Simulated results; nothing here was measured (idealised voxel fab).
process module | voxel gate over fins
cross-section cut | 205 nm wide | cells 5 nm
A cross-section is a grid of square cells, given in bands from the top down. A band is one or more rows of cells.
Each band's line starts with the height of the band's top and of its bottom, in nm. Then come its materials from left to right, each with its width in nm. One material with "throughout" fills the band from edge to edge. "air" is empty space.
Height 0 is the level under which the wafer as received is all one material. The lowest band goes on downwards, as in "0 down".
A width such as "30 to 40" changes by the same amount from each row of cells to the next, from the band's top row to its bottom row.
"no change" after a step means that no cell of the cross-section changed.
closed voids: empty space of 8 cells or more with no open way to the top, each as width x height at its distance from the left edge, in nm
after a step's settings: what the simulator itself notes on the step
overlay nm, on a step with a mask: how far to the right of its planned place the mask lay; to the left if negative
plan
1 op RECEIVE | material Si
2 op CONFORMAL_DEP | material SiN | thk nm 5
3 op DIRECTIONAL_DEP | material aC | thk nm 15
4 op PATTERN | tone cover | mask id FINS | material resist | width nm 15 | pitch nm 40 | thk nm 30 | overlay nm 0
5 op DIRECTIONAL_ETCH | etch materials aC | depth nm 15
6 op STRIP | etch materials resist
7 op DIRECTIONAL_ETCH | etch materials SiN | depth nm 5
8 op DIRECTIONAL_ETCH | etch materials Si | depth nm 30
9 op STRIP | etch materials aC
10 op FILL_DEP | material SiO2 | thk nm 10
11 op CMP | height nm 5
12 op SELECTIVE_ETCH | etch materials SiO2 | depth nm 20
13 op STRIP | etch materials SiN
14 op CONFORMAL_DEP | material HfO2 | thk nm 5
15 op CONFORMAL_DEP | material TiN | thk nm 5
16 op CONFORMAL_DEP | material TiAl | thk nm 5
17 op CONFORMAL_DEP | material TiN | thk nm 5
18 op FILL_DEP | material W | thk nm 10
19 op CMP | height nm 25
20 op CONFORMAL_DEP | material SiCN | thk nm 5
as received, after step 1
  0 down: Si throughout
  closed voids: none
first wafer at the end, as planned
  30 to 25: SiCN throughout
  25 to 20: W throughout
  20 to 15: W 15 | TiN 175 | W 15
  15 to 10: W 15 | TiN 5 | TiAl 165 | TiN 5 | W 15
  10 to 5: W 15 | TiN 5 | TiAl 5 | TiN 35 | TiAl 5 | TiN 35 | TiAl 5 | TiN 35 | TiAl 5 | TiN 35 | TiAl 5 | TiN 5 | W 15
  5 to 0: TiN 20 | TiAl 5 | TiN 5 | HfO2 25 | TiN 5 | TiAl 5 | TiN 5 | HfO2 25 | TiN 5 | TiAl 5 | TiN 5 | HfO2 25 | TiN 5 | TiAl 5 | TiN 5 | HfO2 25 | TiN 5 | TiAl 5 | TiN 20
  0 to -5: TiAl 25 | TiN 5 | HfO2 5 | Si 15 | HfO2 5 | TiN 5 | TiAl 5 | TiN 5 | HfO2 5 | Si 15 | HfO2 5 | TiN 5 | TiAl 5 | TiN 5 | HfO2 5 | Si 15 | HfO2 5 | TiN 5 | TiAl 5 | TiN 5 | HfO2 5 | Si 15 | HfO2 5 | TiN 5 | TiAl 25
  -5 to -10: TiN 30 | HfO2 5 | Si 15 | HfO2 5 | TiN 15 | HfO2 5 | Si 15 | HfO2 5 | TiN 15 | HfO2 5 | Si 15 | HfO2 5 | TiN 15 | HfO2 5 | Si 15 | HfO2 5 | TiN 30
  -10 to -15: HfO2 35 | Si 15 | HfO2 25 | Si 15 | HfO2 25 | Si 15 | HfO2 25 | Si 15 | HfO2 35
  -15 to -30: SiO2 35 | Si 15 | SiO2 25 | Si 15 | SiO2 25 | Si 15 | SiO2 25 | Si 15 | SiO2 35
  -30 down: Si throughout
  closed voids: none
second wafer at the end: like start, like plan, one mistake
  30 to 25: SiCN throughout
  25 to 20: W throughout
  20 to 5: W 15 | TiN 175 | W 15
  5 to 0: TiN 30 | HfO2 25 | TiN 15 | HfO2 25 | TiN 15 | HfO2 25 | TiN 15 | HfO2 25 | TiN 30
  0 to -10: TiN 30 | HfO2 5 | Si 15 | HfO2 5 | TiN 15 | HfO2 5 | Si 15 | HfO2 5 | TiN 15 | HfO2 5 | Si 15 | HfO2 5 | TiN 15 | HfO2 5 | Si 15 | HfO2 5 | TiN 30
  -10 to -15: HfO2 35 | Si 15 | HfO2 25 | Si 15 | HfO2 25 | Si 15 | HfO2 25 | Si 15 | HfO2 35
  -15 to -30: SiO2 35 | Si 15 | SiO2 25 | Si 15 | SiO2 25 | Si 15 | SiO2 25 | Si 15 | SiO2 35
  -30 down: Si throughout
  closed voids: none
what went wrong: step 16 ran as: op CONFORMAL_DEP | material TiN | thk nm 5
at the end the second wafer has, in cells: 56 fewer of TiAl | 56 more of TiN
